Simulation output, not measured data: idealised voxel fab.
The name of this process module is voxel self aligned vias.
Each square cell in cross-section cut measures 5 nm, and the section as a whole is 280 nm wide.
Cross-sections here: square-cell grids, written as top-down lists of bands, a band being one or more rows of cells. Top height, bottom height, nm. Materials left to right, width each, nm. Single material + "all across" = fills band edge to edge. "blank" = empty. Heights are measured from 0, the level below which the as-received wafer is all one material; the lowest band has no bottom and continues downward, written as in "top 0, no bottom". Per-row width for "30->40": begins at first number (top row of band), ends at second number (bottom row), increment between rows held constant. It should be understood that the words "left unchanged", when stated for a given step, signify that the cross-section underwent no change in any of its cells during that step. The list in "Closed void listing" covers empty spaces of 8 cells or more that cannot reach the top through any open way, and it gives each as width x height at distance; the distance is from the left edge, and width, height and distance are in nm. Note: text after step settings on the step line = simulator remark on that step. overlay nm: mask right of planned place by this much (step with mask). Neg. = left.

Listed below are the process steps as planned
1 RECEIVE: material Si
2 CONFORMAL_DEP: material SiO2, thk nm 15
3 CONFORMAL_DEP: material SiCN, thk nm 5
4 DIRECTIONAL_DEP: material lowk, thk nm 30
5 MASKED_ETCH: tone open, mask id LINES, width nm 30, pitch nm 75, etch materials lowk, depth nm 30, overlay nm 0
6 CONFORMAL_DEP: material TiN, thk nm 5
7 FILL_DEP: material W, thk nm 10
8 CMP: height nm 50
9 SELECTIVE_ETCH: etch materials W Ru TiN, depth nm 10
10 FILL_DEP: material SiN, thk nm 10
11 CMP: height nm 50
12 DIRECTIONAL_DEP: material lowk, thk nm 20
13 MASKED_ETCH: tone open, mask id VIAS, width nm 50, etch materials lowk, depth nm 20, overlay nm 0
14 MASKED_ETCH: tone open, mask id VIAS, width nm 50, etch materials SiN, depth nm 10, overlay nm 0
15 CONFORMAL_DEP: material TiN, thk nm 5
16 FILL_DEP: material Ru, thk nm 5
17 CMP: height nm 70
18 CONFORMAL_DEP: material SiN, thk nm 5

So this is the incoming wafer in cross-section - it's already been through step 1
  top 0, no bottom: Si all across
  Closed void listing: none

Sectioned view, first of two wafers, at the close of the module, processed as intended in the plan
  top 75, bottom 70: SiN all across
  top 70, bottom 55: lowk 75, TiN 5, Ru 40, TiN 5, lowk 155
  top 55, bottom 50: lowk 75, TiN 15, Ru 20, TiN 15, lowk 155
  top 50, bottom 45: lowk 85, TiN 5, Ru 20, TiN 5, lowk 45, SiN 30, lowk 90
  top 45, bottom 40: lowk 85, TiN 30, lowk 45, SiN 30, lowk 90
  top 40, bottom 25: lowk 85, TiN 5, W 20, TiN 5, lowk 45, TiN 5, W 20, TiN 5, lowk 90
  top 25, bottom 20: lowk 85, TiN 30, lowk 45, TiN 30, lowk 90
  top 20, bottom 15: SiCN all across
  top 15, bottom 0: SiO2 all across
  top 0, no bottom: Si all across
  Closed void listing: none

Second wafer cross-section at end of module - shared start and plan with the first, one mistake in the run
  top 75, bottom 70: SiN all across
  top 70, bottom 55: lowk 75, TiN 5, Ru 40, TiN 5, lowk 155
  top 55, bottom 50: lowk 75, TiN 15, Ru 20, TiN 15, lowk 155
  top 50, bottom 45: lowk 85, TiN 5, Ru 20, TiN 5, lowk 45, SiN 30, lowk 90
  top 45, bottom 40: lowk 85, TiN 30, lowk 45, SiN 30, lowk 90
  top 40, bottom 25: lowk 85, TiN 5, W 20, TiN 5, lowk 45, TiN 5, W 20, TiN 5, lowk 90
  top 25, bottom 20: lowk 85, TiN 30, lowk 45, TiN 30, lowk 90
  top 20, bottom 5: SiO2 all across
  top 5, bottom 0: SiCN all across
  top 0, no bottom: Si all across
  Closed void listing: none
Where did the run depart from the plan? step 3 occupied the plan position of step 2, and the converse holds as well
In the final comparison it is observed that the number of cells assigned to each material is identical for the two wafers, whereas their placement is not.
